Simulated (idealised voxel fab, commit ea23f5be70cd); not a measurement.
This section sets out a process module, namely voxel released beams.
The width of the displayed cross-section, cut, is 275 nm; its cells are square, with a size of 5 nm.
Each cross-section below is a grid of square cells, stated as bands in top-down order, with one or more rows of cells making up each band. First you get the band's top height and its bottom height, in nm, and then the materials it's made of, left to right, with each width in nm. If you see a single material with "full width", that one covers the band edge to edge. "air" is empty space. Heights are expressed relative to 0, this being the level below which the as-received wafer comprises one material exclusively. The lowest band is unbounded in the downward direction and is denoted as in "z 0 and below". Think of "30->40" as a width that walks from the first number to the second as you go down the band, top row to bottom row, taking equal-sized steps from row to row. It should be understood that the words "no change", when stated for a given step, signify that the cross-section underwent no change in any of its cells during that step. "Voids, fully enclosed" - sealed voids, min. 8 cells, no opening to top; format: width x height at distance (distance from left edge; nm throughout). Text after the settings on a step's line: the simulator's own remark on that step. What "overlay nm" on a step's line means: if the step has a mask, that mask lay this far to the right of its planned place, or, when the value is negative, to the left. If you're wondering how to read the rest of this, here's the deal. It's pairs of cross-sections: one from before a process step, one from after it. The after one is only drawn as far down as the lowest band that changed. Right under each pair you'll see which step sits between them and what its settings were. Don't read the pairs as one continuous story, though. They can come from different runs of this module on the same starting wafer, and a pair only carries on from the one above it where its entry headed "Incoming structure" says so.
[Incoming structure]
  z 0 and below = Si full width
  Voids, fully enclosed: none
[Section, Post-Step]
  z 5 to 0 = Al2O3 full width
  Under 0: no change, same as before.
  Voids, fully enclosed: none
The step occurring between the two cross-sections depicted above is identified as CONFORMAL_DEP, material Al2O3, thk nm 5
Incoming structure: after-state, pair directly above.
[Section, Post-Step]
  z 25 to 5 = SiO2 full width
  Under 5: no change, same as before.
  Voids, fully enclosed: none
The step occurring between the two cross-sections depicted above is identified as DIRECTIONAL_DEP, material SiO2, thk nm 20
Incoming structure: after-state, pair directly above.
[Section, Post-Step]
  z 25 to 5 = SiO2: 100 | air: 25 | SiO2: 150
  Under 5: no change, same as before.
  Voids, fully enclosed: none
The step occurring between the two cross-sections depicted above is identified as MASKED_ETCH, tone open, mask id ANCHOR, width nm 25, etch materials SiO2, depth nm 20, overlay nm 0
Incoming structure: after-state, pair directly above.
[Section, Post-Step]
  z 35 to 25 = SiN: 110 | air: 5 | SiN: 160
  z 25 to 15 = SiO2: 100 | SiN: 10 | air: 5 | SiN: 10 | SiO2: 150
  z 15 to 5 = SiO2: 100 | SiN: 25 | SiO2: 150
  Under 5: no change, same as before.
  Voids, fully enclosed: none
The step occurring between the two cross-sections depicted above is identified as CONFORMAL_DEP, material SiN, thk nm 10
Incoming structure: after-state, pair directly above.
[Section, Post-Step]
  z 45 to 35 = aC: 110 | air: 5 | aC: 160
  z 35 to 25 = SiN: 110 | air: 5 | SiN: 160
  z 25 to 15 = SiO2: 100 | SiN: 10 | aC: 5 | SiN: 10 | SiO2: 150
  Under 15: no change, same as before.
  Voids, fully enclosed: none
The step occurring between the two cross-sections depicted above is identified as DIRECTIONAL_DEP, material aC, thk nm 10
Incoming structure: after-state, pair directly above.
[Section, Post-Step]
  z 70 to 45 = air: 95 | resist: 75 | air: 105
  z 45 to 35 = aC: 110 | resist: 5 | aC: 160
  z 35 to 25 = SiN: 110 | resist: 5 | SiN: 160
  Under 25: no change, same as before.
  Voids, fully enclosed: none
The step occurring between the two cross-sections depicted above is identified as PATTERN, tone cover, mask id BEAM, material resist, width nm 75, thk nm 25, overlay nm 0
Incoming structure: after-state, pair directly above.
[Section, Post-Step]
  z 60 to 45 = air: 95 | resist: 75 | air: 105
  z 45 to 35 = air: 95 | aC: 15 | resist: 5 | aC: 55 | air: 105
  Under 35: no change, same as before.
  Voids, fully enclosed: none
The step occurring between the two cross-sections depicted above is identified as DIRECTIONAL_ETCH, etch materials aC, depth nm 10
Incoming structure: after-state, pair directly above.
[Section, Post-Step]
  z 45 to 35 = air: 95 | aC: 15 | air: 5 | aC: 55 | air: 105
  z 35 to 25 = SiN: 110 | air: 5 | SiN: 160
  Under 25: no change, same as before.
  Voids, fully enclosed: none
The step occurring between the two cross-sections depicted above is identified as STRIP, etch materials resist
Incoming structure: after-state, pair directly above.
[Section, Post-Step]
  z 45 to 35 = air: 95 | aC: 15 | air: 5 | aC: 55 | air: 105
  z 35 to 25 = air: 95 | SiN: 15 | air: 5 | SiN: 55 | air: 105
  Under 25: no change, same as before.
  Voids, fully enclosed: none
The step occurring between the two cross-sections depicted above is identified as DIRECTIONAL_ETCH, etch materials SiN, depth nm 10
Incoming structure: after-state, pair directly above.
[Section, Post-Step]
  z 35 to 25 = air: 95 | SiN: 15 | air: 5 | SiN: 55 | air: 105
  z 25 to 15 = SiO2: 100 | SiN: 10 | air: 5 | SiN: 10 | SiO2: 150
  Under 15: no change, same as before.
  Voids, fully enclosed: none
The step occurring between the two cross-sections depicted above is identified as STRIP, etch materials aC
Incoming structure: after-state, pair directly above.
[Section, Post-Step]
  z 35 to 25 = air: 95 | SiN: 15 | air: 5 | SiN: 55 | air: 105
  z 25 to 15 = air: 100 | SiN: 10 | air: 5 | SiN: 10 | air: 150
  z 15 to 5 = air: 100 | SiN: 25 | air: 150
  Under 5: no change, same as before.
  Voids, fully enclosed: none
The step occurring between the two cross-sections depicted above is identified as STRIP, etch materials SiO2
[Incoming structure]
  z 5 to 0 = Al2O3 full width
  z 0 and below = Si full width
  Voids, fully enclosed: none
[Section, Post-Step]
  z 15 to 5 = SiN full width
  Under 5: no change, same as before.
  Voids, fully enclosed: none
The step occurring between the two cross-sections depicted above is identified as CONFORMAL_DEP, material SiN, thk nm 10
Incoming structure: after-state, pair directly above.
[Section, Post-Step]
  z 25 to 15 = aC full width
  Under 15: no change, same as before.
  Voids, fully enclosed: none
The step occurring between the two cross-sections depicted above is identified as DIRECTIONAL_DEP, material aC, thk nm 10
Incoming structure: after-state, pair directly above.
[Section, Post-Step]
  z 50 to 25 = air: 95 | resist: 75 | air: 105
  Under 25: no change, same as before.
  Voids, fully enclosed: none
The step occurring between the two cross-sections depicted above is identified as PATTERN, tone cover, mask id BEAM, material resist, width nm 75, thk nm 25, overlay nm 0
Incoming structure: after-state, pair directly above.
[Section, Post-Step]
  z 40 to 25 = air: 95 | resist: 75 | air: 105
  z 25 to 15 = air: 95 | aC: 75 | air: 105
  Under 15: no change, same as before.
  Voids, fully enclosed: none
The step occurring between the two cross-sections depicted above is identified as DIRECTIONAL_ETCH, etch materials aC, depth nm 10
Incoming structure: after-state, pair directly above.
[Section, Post-Step]
  z 25 to 15 = air: 95 | aC: 75 | air: 105
  Under 15: no change, same as before.
  Voids, fully enclosed: none
The step occurring between the two cross-sections depicted above is identified as STRIP, etch materials resist
Incoming structure: after-state, pair directly above.
[Section, Post-Step]
  z 25 to 15 = air: 95 | aC: 75 | air: 105
  z 15 to 5 = air: 95 | SiN: 75 | air: 105
  Under 5: no change, same as before.
  Voids, fully enclosed: none
The step occurring between the two cross-sections depicted above is identified as DIRECTIONAL_ETCH, etch materials SiN, depth nm 10
Incoming structure: after-state, pair directly above.
[Section, Post-Step]
  z 15 to 5 = air: 95 | SiN: 75 | air: 105
  Under 5: no change, same as before.
  Voids, fully enclosed: none
The step occurring between the two cross-sections depicted above is identified as STRIP, etch materials aC
[Incoming structure]
  z 0 and below = Si full width
  Voids, fully enclosed: none
[Section, Post-Step]
  z 20 to 0 = SiO2 full width
  Under 0: no change, same as before.
  Voids, fully enclosed: none
The step occurring between the two cross-sections depicted above is identified as DIRECTIONAL_DEP, material SiO2, thk nm 20
Incoming structure: after-state, pair directly above.
[Section, Post-Step]
  z 25 to 20 = Al2O3 full width
  Under 20: no change, same as before.
  Voids, fully enclosed: none
The step occurring between the two cross-sections depicted above is identified as CONFORMAL_DEP, material Al2O3, thk nm 5
Incoming structure: after-state, pair directly above.
[Section, Post-Step]
  z 35 to 25 = SiN full width
  Under 25: no change, same as before.
  Voids, fully enclosed: none
The step occurring between the two cross-sections depicted above is identified as CONFORMAL_DEP, material SiN, thk nm 10
Incoming structure: after-state, pair directly above.
[Section, Post-Step]
  z 45 to 35 = aC full width
  Under 35: no change, same as before.
  Voids, fully enclosed: none
The step occurring between the two cross-sections depicted above is identified as DIRECTIONAL_DEP, material aC, thk nm 10
Incoming structure: after-state, pair directly above.
[Section, Post-Step]
  z 70 to 45 = air: 95 | resist: 75 | air: 105
  Under 45: no change, same as before.
  Voids, fully enclosed: none
The step occurring between the two cross-sections depicted above is identified as PATTERN, tone cover, mask id BEAM, material resist, width nm 75, thk nm 25, overlay nm 0
Incoming structure: after-state, pair directly above.
[Section, Post-Step]
  z 60 to 45 = air: 95 | resist: 75 | air: 105
  z 45 to 35 = air: 95 | aC: 75 | air: 105
  Under 35: no change, same as before.
  Voids, fully enclosed: none
The step occurring between the two cross-sections depicted above is identified as DIRECTIONAL_ETCH, etch materials aC, depth nm 10
Incoming structure: after-state, pair directly above.
[Section, Post-Step]
  z 45 to 35 = air: 95 | aC: 75 | air: 105
  Under 35: no change, same as before.
  Voids, fully enclosed: none
The step occurring between the two cross-sections depicted above is identified as STRIP, etch materials resist
Incoming structure: after-state, pair directly above.
[Section, Post-Step]
  z 45 to 35 = air: 95 | aC: 75 | air: 105
  z 35 to 25 = air: 95 | SiN: 75 | air: 105
  Under 25: no change, same as before.
  Voids, fully enclosed: none
The step occurring between the two cross-sections depicted above is identified as DIRECTIONAL_ETCH, etch materials SiN, depth nm 10
Incoming structure: after-state, pair directly above.
[Section, Post-Step]
  z 35 to 25 = air: 95 | SiN: 75 | air: 105
  Under 25: no change, same as before.
  Voids, fully enclosed: none
The step occurring between the two cross-sections depicted above is identified as STRIP, etch materials aC
[Incoming structure]
  z 5 to 0 = Al2O3 full width
  z 0 and below = Si full width
  Voids, fully enclosed: none
[Section, Post-Step]
  z 20 to 5 = SiO2 full width
  Under 5: no change, same as before.
  Voids, fully enclosed: none
The step occurring between the two cross-sections depicted above is identified as DIRECTIONAL_DEP, material SiO2, thk nm 15
Incoming structure: after-state, pair directly above.
[Section, Post-Step]
  z 20 to 5 = SiO2: 100 | air: 25 | SiO2: 150
  Under 5: no change, same as before.
  Voids, fully enclosed: none
The step occurring between the two cross-sections depicted above is identified as MASKED_ETCH, tone open, mask id ANCHOR, width nm 25, etch materials SiO2, depth nm 20, overlay nm 0
Incoming structure: after-state, pair directly above.
[Section, Post-Step]
  z 30 to 20 = SiN: 110 | air: 5 | SiN: 160
  z 20 to 15 = SiO2: 100 | SiN: 10 | air: 5 | SiN: 10 | SiO2: 150
  z 15 to 5 = SiO2: 100 | SiN: 25 | SiO2: 150
  Under 5: no change, same as before.
  Voids, fully enclosed: none
The step occurring between the two cross-sections depicted above is identified as CONFORMAL_DEP, material SiN, thk nm 10
Incoming structure: after-state, pair directly above.
[Section, Post-Step]
  z 40 to 30 = aC: 110 | air: 5 | aC: 160
  z 30 to 25 = SiN: 110 | air: 5 | SiN: 160
  z 25 to 20 = SiN: 110 | aC: 5 | SiN: 160
  z 20 to 15 = SiO2: 100 | SiN: 10 | aC: 5 | SiN: 10 | SiO2: 150
  Under 15: no change, same as before.
  Voids, fully enclosed: none
The step occurring between the two cross-sections depicted above is identified as DIRECTIONAL_DEP, material aC, thk nm 10
Incoming structure: after-state, pair directly above.
[Section, Post-Step]
  z 65 to 40 = air: 95 | resist: 75 | air: 105
  z 40 to 30 = aC: 110 | resist: 5 | aC: 160
  z 30 to 25 = SiN: 110 | resist: 5 | SiN: 160
  Under 25: no change, same as before.
  Voids, fully enclosed: none
The step occurring between the two cross-sections depicted above is identified as PATTERN, tone cover, mask id BEAM, material resist, width nm 75, thk nm 25, overlay nm 0
Incoming structure: after-state, pair directly above.
[Section, Post-Step]
  z 55 to 40 = air: 95 | resist: 75 | air: 105
  z 40 to 30 = air: 95 | aC: 15 | resist: 5 | aC: 55 | air: 105
  Under 30: no change, same as before.
  Voids, fully enclosed: none
The step occurring between the two cross-sections depicted above is identified as DIRECTIONAL_ETCH, etch materials aC, depth nm 10
Incoming structure: after-state, pair directly above.
[Section, Post-Step]
  z 40 to 30 = air: 95 | aC: 15 | air: 5 | aC: 55 | air: 105
  z 30 to 25 = SiN: 110 | air: 5 | SiN: 160
  Under 25: no change, same as before.
  Voids, fully enclosed: none
The step occurring between the two cross-sections depicted above is identified as STRIP, etch materials resist
Incoming structure: after-state, pair directly above.
[Section, Post-Step]
  z 40 to 30 = air: 95 | aC: 15 | air: 5 | aC: 55 | air: 105
  z 30 to 25 = air: 95 | SiN: 15 | air: 5 | SiN: 55 | air: 105
  z 25 to 20 = air: 95 | SiN: 15 | aC: 5 | SiN: 55 | air: 105
  Under 20: no change, same as before.
  Voids, fully enclosed: none
The step occurring between the two cross-sections depicted above is identified as DIRECTIONAL_ETCH, etch materials SiN, depth nm 10
Incoming structure: after-state, pair directly above.
[Section, Post-Step]
  z 30 to 20 = air: 95 | SiN: 15 | air: 5 | SiN: 55 | air: 105
  z 20 to 15 = SiO2: 100 | SiN: 10 | air: 5 | SiN: 10 | SiO2: 150
  Under 15: no change, same as before.
  Voids, fully enclosed: none
The step occurring between the two cross-sections depicted above is identified as STRIP, etch materials aC
Incoming structure: after-state, pair directly above.
[Section, Post-Step]
  z 30 to 20 = air: 95 | SiN: 15 | air: 5 | SiN: 55 | air: 105
  z 20 to 15 = air: 100 | SiN: 10 | air: 5 | SiN: 10 | air: 150
  z 15 to 5 = air: 100 | SiN: 25 | air: 150
  Under 5: no change, same as before.
  Voids, fully enclosed: none
The step occurring between the two cross-sections depicted above is identified as STRIP, etch materials SiO2
[Incoming structure]
  z 25 to 5 = SiO2 full width
  z 5 to 0 = Al2O3 full width
  z 0 and below = Si full width
  Voids, fully enclosed: none
[Section, Post-Step]
  z 25 to 5 = SiO2: 105 | air: 15 | SiO2: 155
  Under 5: no change, same as before.
  Voids, fully enclosed: none
The step occurring between the two cross-sections depicted above is identified as MASKED_ETCH, tone open, mask id ANCHOR, width nm 15, etch materials SiO2, depth nm 20, overlay nm 0
Incoming structure: after-state, pair directly above.
[Section, Post-Step]
  z 35 to 25 = SiN full width
  z 25 to 5 = SiO2: 105 | SiN: 15 | SiO2: 155
  Under 5: no change, same as before.
  Voids, fully enclosed: none
The step occurring between the two cross-sections depicted above is identified as CONFORMAL_DEP, material SiN, thk nm 10
Incoming structure: after-state, pair directly above.
[Section, Post-Step]
  z 45 to 35 = aC full width
  Under 35: no change, same as before.
  Voids, fully enclosed: none
The step occurring between the two cross-sections depicted above is identified as DIRECTIONAL_DEP, material aC, thk nm 10
Incoming structure: after-state, pair directly above.
[Section, Post-Step]
  z 70 to 45 = air: 95 | resist: 75 | air: 105
  Under 45: no change, same as before.
  Voids, fully enclosed: none
The step occurring between the two cross-sections depicted above is identified as PATTERN, tone cover, mask id BEAM, material resist, width nm 75, thk nm 25, overlay nm 0
Incoming structure: after-state, pair directly above.
[Section, Post-Step]
  z 60 to 45 = air: 95 | resist: 75 | air: 105
  z 45 to 35 = air: 95 | aC: 75 | air: 105
  Under 35: no change, same as before.
  Voids, fully enclosed: none
The step occurring between the two cross-sections depicted above is identified as DIRECTIONAL_ETCH, etch materials aC, depth nm 10
Incoming structure: after-state, pair directly above.
[Section, Post-Step]
  z 45 to 35 = air: 95 | aC: 75 | air: 105
  Under 35: no change, same as before.
  Voids, fully enclosed: none
The step occurring between the two cross-sections depicted above is identified as STRIP, etch materials resist
Incoming structure: after-state, pair directly above.
[Section, Post-Step]
  z 45 to 35 = air: 95 | aC: 75 | air: 105
  z 35 to 25 = air: 95 | SiN: 75 | air: 105
  Under 25: no change, same as before.
  Voids, fully enclosed: none
The step occurring between the two cross-sections depicted above is identified as DIRECTIONAL_ETCH, etch materials SiN, depth nm 10
Incoming structure: after-state, pair directly above.
[Section, Post-Step]
  z 35 to 25 = air: 95 | SiN: 75 | air: 105
  Under 25: no change, same as before.
  Voids, fully enclosed: none
The step occurring between the two cross-sections depicted above is identified as STRIP, etch materials aC
Incoming structure: after-state, pair directly above.
[Section, Post-Step]
  z 35 to 25 = air: 95 | SiN: 75 | air: 105
  z 25 to 5 = air: 105 | SiN: 15 | air: 155
  Under 5: no change, same as before.
  Voids, fully enclosed: none
The step occurring between the two cross-sections depicted above is identified as STRIP, etch materials SiO2
[Incoming structure]
  z 25 to 5 = SiO2 full width
  z 5 to 0 = Al2O3 full width
  z 0 and below = Si full width
  Voids, fully enclosed: none
[Section, Post-Step]
  z 25 to 5 = SiO2: 105 | air: 25 | SiO2: 145
  Under 5: no change, same as before.
  Voids, fully enclosed: none
The step occurring between the two cross-sections depicted above is identified as MASKED_ETCH, tone open, mask id ANCHOR, width nm 25, etch materials SiO2, depth nm 20, overlay nm 5
Incoming structure: after-state, pair directly above.
[Section, Post-Step]
  z 35 to 25 = SiN: 115 | air: 5 | SiN: 155
  z 25 to 15 = SiO2: 105 | SiN: 10 | air: 5 | SiN: 10 | SiO2: 145
  z 15 to 5 = SiO2: 105 | SiN: 25 | SiO2: 145
  Under 5: no change, same as before.
  Voids, fully enclosed: none
The step occurring between the two cross-sections depicted above is identified as CONFORMAL_DEP, material SiN, thk nm 10
Incoming structure: after-state, pair directly above.
[Section, Post-Step]
  z 45 to 35 = aC: 115 | air: 5 | aC: 155
  z 35 to 25 = SiN: 115 | air: 5 | SiN: 155
  z 25 to 15 = SiO2: 105 | SiN: 10 | aC: 5 | SiN: 10 | SiO2: 145
  Under 15: no change, same as before.
  Voids, fully enclosed: none
The step occurring between the two cross-sections depicted above is identified as DIRECTIONAL_DEP, material aC, thk nm 10
Incoming structure: after-state, pair directly above.
[Section, Post-Step]
  z 70 to 45 = air: 95 | resist: 75 | air: 105
  z 45 to 35 = aC: 115 | resist: 5 | aC: 155
  z 35 to 25 = SiN: 115 | resist: 5 | SiN: 155
  Under 25: no change, same as before.
  Voids, fully enclosed: none
The step occurring between the two cross-sections depicted above is identified as PATTERN, tone cover, mask id BEAM, material resist, width nm 75, thk nm 25, overlay nm 0
Incoming structure: after-state, pair directly above.
[Section, Post-Step]
  z 60 to 45 = air: 95 | resist: 75 | air: 105
  z 45 to 35 = air: 95 | aC: 20 | resist: 5 | aC: 50 | air: 105
  Under 35: no change, same as before.
  Voids, fully enclosed: none
The step occurring between the two cross-sections depicted above is identified as DIRECTIONAL_ETCH, etch materials aC, depth nm 10
Incoming structure: after-state, pair directly above.
[Section, Post-Step]
  z 45 to 35 = air: 95 | aC: 20 | air: 5 | aC: 50 | air: 105
  z 35 to 25 = SiN: 115 | air: 5 | SiN: 155
  Under 25: no change, same as before.
  Voids, fully enclosed: none
The step occurring between the two cross-sections depicted above is identified as STRIP, etch materials resist
Incoming structure: after-state, pair directly above.
[Section, Post-Step]
  z 45 to 35 = air: 95 | aC: 20 | air: 5 | aC: 50 | air: 105
  z 35 to 25 = air: 95 | SiN: 20 | air: 5 | SiN: 50 | air: 105
  Under 25: no change, same as before.
  Voids, fully enclosed: none
The step occurring between the two cross-sections depicted above is identified as DIRECTIONAL_ETCH, etch materials SiN, depth nm 10
Incoming structure: after-state, pair directly above.
[Section, Post-Step]
  z 35 to 25 = air: 95 | SiN: 20 | air: 5 | SiN: 50 | air: 105
  z 25 to 15 = SiO2: 105 | SiN: 10 | air: 5 | SiN: 10 | SiO2: 145
  Under 15: no change, same as before.
  Voids, fully enclosed: none
The step occurring between the two cross-sections depicted above is identified as STRIP, etch materials aC
Incoming structure: after-state, pair directly above.
[Section, Post-Step]
  z 35 to 25 = air: 95 | SiN: 20 | air: 5 | SiN: 50 | air: 105
  z 25 to 15 = air: 105 | SiN: 10 | air: 5 | SiN: 10 | air: 145
  z 15 to 5 = air: 105 | SiN: 25 | air: 145
  Under 5: no change, same as before.
  Voids, fully enclosed: none
The step occurring between the two cross-sections depicted above is identified as STRIP, etch materials SiO2
[Incoming structure]
  z 0 and below = Si full width
  Voids, fully enclosed: none
[Section, Post-Step]
  z 5 to 0 = SiO2 full width
  Under 0: no change, same as before.
  Voids, fully enclosed: none
The step occurring between the two cross-sections depicted above is identified as CONFORMAL_DEP, material SiO2, thk nm 5
Incoming structure: after-state, pair directly above.
[Section, Post-Step]
  z 25 to 0 = SiO2 full width
  Under 0: no change, same as before.
  Voids, fully enclosed: none
The step occurring between the two cross-sections depicted above is identified as DIRECTIONAL_DEP, material SiO2, thk nm 20
Incoming structure: after-state, pair directly above.
[Section, Post-Step]
  z 25 to 5 = SiO2: 100 | air: 25 | SiO2: 150
  Under 5: no change, same as before.
  Voids, fully enclosed: none
The step occurring between the two cross-sections depicted above is identified as MASKED_ETCH, tone open, mask id ANCHOR, width nm 25, etch materials SiO2, depth nm 20, overlay nm 0
Incoming structure: after-state, pair directly above.
[Section, Post-Step]
  z 35 to 25 = SiN: 110 | air: 5 | SiN: 160
  z 25 to 15 = SiO2: 100 | SiN: 10 | air: 5 | SiN: 10 | SiO2: 150
  z 15 to 5 = SiO2: 100 | SiN: 25 | SiO2: 150
  Under 5: no change, same as before.
  Voids, fully enclosed: none
The step occurring between the two cross-sections depicted above is identified as CONFORMAL_DEP, material SiN, thk nm 10
Incoming structure: after-state, pair directly above.
[Section, Post-Step]
  z 45 to 35 = aC: 110 | air: 5 | aC: 160
  z 35 to 25 = SiN: 110 | air: 5 | SiN: 160
  z 25 to 15 = SiO2: 100 | SiN: 10 | aC: 5 | SiN: 10 | SiO2: 150
  Under 15: no change, same as before.
  Voids, fully enclosed: none
The step occurring between the two cross-sections depicted above is identified as DIRECTIONAL_DEP, material aC, thk nm 10
Incoming structure: after-state, pair directly above.
[Section, Post-Step]
  z 70 to 45 = air: 95 | resist: 75 | air: 105
  z 45 to 35 = aC: 110 | resist: 5 | aC: 160
  z 35 to 25 = SiN: 110 | resist: 5 | SiN: 160
  Under 25: no change, same as before.
  Voids, fully enclosed: none
The step occurring between the two cross-sections depicted above is identified as PATTERN, tone cover, mask id BEAM, material resist, width nm 75, thk nm 25, overlay nm 0
Incoming structure: after-state, pair directly above.
[Section, Post-Step]
  z 60 to 45 = air: 95 | resist: 75 | air: 105
  z 45 to 35 = air: 95 | aC: 15 | resist: 5 | aC: 55 | air: 105
  Under 35: no change, same as before.
  Voids, fully enclosed: none
The step occurring between the two cross-sections depicted above is identified as DIRECTIONAL_ETCH, etch materials aC, depth nm 10
Incoming structure: after-state, pair directly above.
[Section, Post-Step]
  z 45 to 35 = air: 95 | aC: 15 | air: 5 | aC: 55 | air: 105
  z 35 to 25 = SiN: 110 | air: 5 | SiN: 160
  Under 25: no change, same as before.
  Voids, fully enclosed: none
The step occurring between the two cross-sections depicted above is identified as STRIP, etch materials resist
Incoming structure: after-state, pair directly above.
[Section, Post-Step]
  z 45 to 35 = air: 95 | aC: 15 | air: 5 | aC: 55 | air: 105
  z 35 to 25 = air: 95 | SiN: 15 | air: 5 | SiN: 55 | air: 105
  Under 25: no change, same as before.
  Voids, fully enclosed: none
The step occurring between the two cross-sections depicted above is identified as DIRECTIONAL_ETCH, etch materials SiN, depth nm 10
Incoming structure: after-state, pair directly above.
[Section, Post-Step]
  z 35 to 25 = air: 95 | SiN: 15 | air: 5 | SiN: 55 | air: 105
  z 25 to 15 = SiO2: 100 | SiN: 10 | air: 5 | SiN: 10 | SiO2: 150
  Under 15: no change, same as before.
  Voids, fully enclosed: none
The step occurring between the two cross-sections depicted above is identified as STRIP, etch materials aC
Incoming structure: after-state, pair directly above.
[Section, Post-Step]
  z 0 and below = Si full width
  Voids, fully enclosed: none
The step occurring between the two cross-sections depicted above is identified as STRIP, etch materials SiO2
[Incoming structure]
  z 25 to 5 = SiO2 full width
  z 5 to 0 = Al2O3 full width
  z 0 and below = Si full width
  Voids, fully enclosed: none
[Section, Post-Step]
  z 25 to 5 = air: 100 | SiO2: 25 | air: 150
  Under 5: no change, same as before.
  Voids, fully enclosed: none
The step occurring between the two cross-sections depicted above is identified as MASKED_ETCH, tone cover, mask id ANCHOR, width nm 25, etch materials SiO2, depth nm 20, overlay nm 0
Incoming structure: after-state, pair directly above.
[Section, Post-Step]
  z 35 to 25 = air: 90 | SiN: 45 | air: 140
  z 25 to 15 = air: 90 | SiN: 10 | SiO2: 25 | SiN: 10 | air: 140
  z 15 to 5 = SiN: 100 | SiO2: 25 | SiN: 150
  Under 5: no change, same as before.
  Voids, fully enclosed: none
The step occurring between the two cross-sections depicted above is identified as CONFORMAL_DEP, material SiN, thk nm 10
Incoming structure: after-state, pair directly above.
[Section, Post-Step]
  z 45 to 35 = air: 90 | aC: 45 | air: 140
  z 35 to 25 = air: 90 | SiN: 45 | air: 140
  z 25 to 15 = aC: 90 | SiN: 10 | SiO2: 25 | SiN: 10 | aC: 140
  Under 15: no change, same as before.
  Voids, fully enclosed: none
The step occurring between the two cross-sections depicted above is identified as DIRECTIONAL_DEP, material aC, thk nm 10
Incoming structure: after-state, pair directly above.
[Section, Post-Step]
  z 70 to 45 = air: 95 | resist: 75 | air: 105
  z 45 to 35 = air: 90 | aC: 45 | resist: 35 | air: 105
  z 35 to 25 = air: 90 | SiN: 45 | resist: 35 | air: 105
  Under 25: no change, same as before.
  Voids, fully enclosed: none
The step occurring between the two cross-sections depicted above is identified as PATTERN, tone cover, mask id BEAM, material resist, width nm 75, thk nm 25, overlay nm 0
Incoming structure: after-state, pair directly above.
[Section, Post-Step]
  z 60 to 45 = air: 95 | resist: 75 | air: 105
  z 45 to 35 = air: 95 | aC: 40 | resist: 35 | air: 105
  z 35 to 25 = air: 90 | SiN: 45 | resist: 35 | air: 105
  z 25 to 15 = air: 90 | SiN: 10 | SiO2: 25 | SiN: 10 | aC: 35 | air: 105
  Under 15: no change, same as before.
  Voids, fully enclosed: none
The step occurring between the two cross-sections depicted above is identified as DIRECTIONAL_ETCH, etch materials aC, depth nm 10
Incoming structure: after-state, pair directly above.
[Section, Post-Step]
  z 45 to 35 = air: 95 | aC: 40 | air: 140
  z 35 to 25 = air: 90 | SiN: 45 | air: 140
  Under 25: no change, same as before.
  Voids, fully enclosed: none
The step occurring between the two cross-sections depicted above is identified as STRIP, etch materials resist
Incoming structure: after-state, pair directly above.
[Section, Post-Step]
  z 45 to 35 = air: 95 | aC: 40 | air: 140
  z 35 to 25 = air: 95 | SiN: 40 | air: 140
  z 25 to 15 = air: 90 | SiN: 10 | SiO2: 25 | SiN: 10 | aC: 35 | air: 105
  z 15 to 5 = air: 90 | SiN: 10 | SiO2: 25 | SiN: 45 | air: 105
  Under 5: no change, same as before.
  Voids, fully enclosed: none
The step occurring between the two cross-sections depicted above is identified as DIRECTIONAL_ETCH, etch materials SiN, depth nm 10
Incoming structure: after-state, pair directly above.
[Section, Post-Step]
  z 35 to 25 = air: 95 | SiN: 40 | air: 140
  z 25 to 15 = air: 90 | SiN: 10 | SiO2: 25 | SiN: 10 | air: 140
  Under 15: no change, same as before.
  Voids, fully enclosed: none
The step occurring between the two cross-sections depicted above is identified as STRIP, etch materials aC
